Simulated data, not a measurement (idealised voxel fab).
process module | voxel released beams
cross-section cut | 170 nm wide | cells 5 nm
A cross-section is a grid of square cells, given in bands from the top down. A band is one or more rows of cells.
Each band's line starts with the height of the band's top and of its bottom, in nm. Then come its materials from left to right, each with its width in nm. One material with "throughout" fills the band from edge to edge. "air" is empty space.
Height 0 is the level under which the wafer as received is all one material. The lowest band goes on downwards, as in "0 down".
A width such as "30 to 40" changes by the same amount from each row of cells to the next, from the band's top row to its bottom row.
"no change" after a step means that no cell of the cross-section changed.
closed voids: empty space of 8 cells or more with no open way to the top, each as width x height at its distance from the left edge, in nm
after a step's settings: what the simulator itself notes on the step
overlay nm, on a step with a mask: how far to the right of its planned place the mask lay; to the left if negative
plan
1 op RECEIVE | material Si
2 op CONFORMAL_DEP | material SiN | thk nm 10
3 op DIRECTIONAL_DEP | material SiO2 | thk nm 10
4 op MASKED_ETCH | tone open | mask id ANCHOR | width nm 45 | etch materials SiO2 | depth nm 10 | overlay nm 0
5 op CONFORMAL_DEP | material W | thk nm 15
6 op MASKED_ETCH | tone cover | mask id BEAM | width nm 105 | etch materials W | depth nm 15 | overlay nm 0
7 op STRIP | etch materials SiO2
as received, after step 1
  0 down: Si throughout
  closed voids: none
a wafer at the end: this start, this plan, one mistake
  35 to 25: air 25 | W 25 | air 15 | W 65 | air 40
  25 to 20: air 25 | W 105 | air 40
  20 to 10: air 35 | W 45 | air 90
  10 to 0: SiN throughout
  0 down: Si throughout
  closed voids: none
what went wrong: step 6 ran as: op MASKED_ETCH | tone cover | mask id BEAM | width nm 105 | etch materials W | depth nm 15 | overlay nm -5
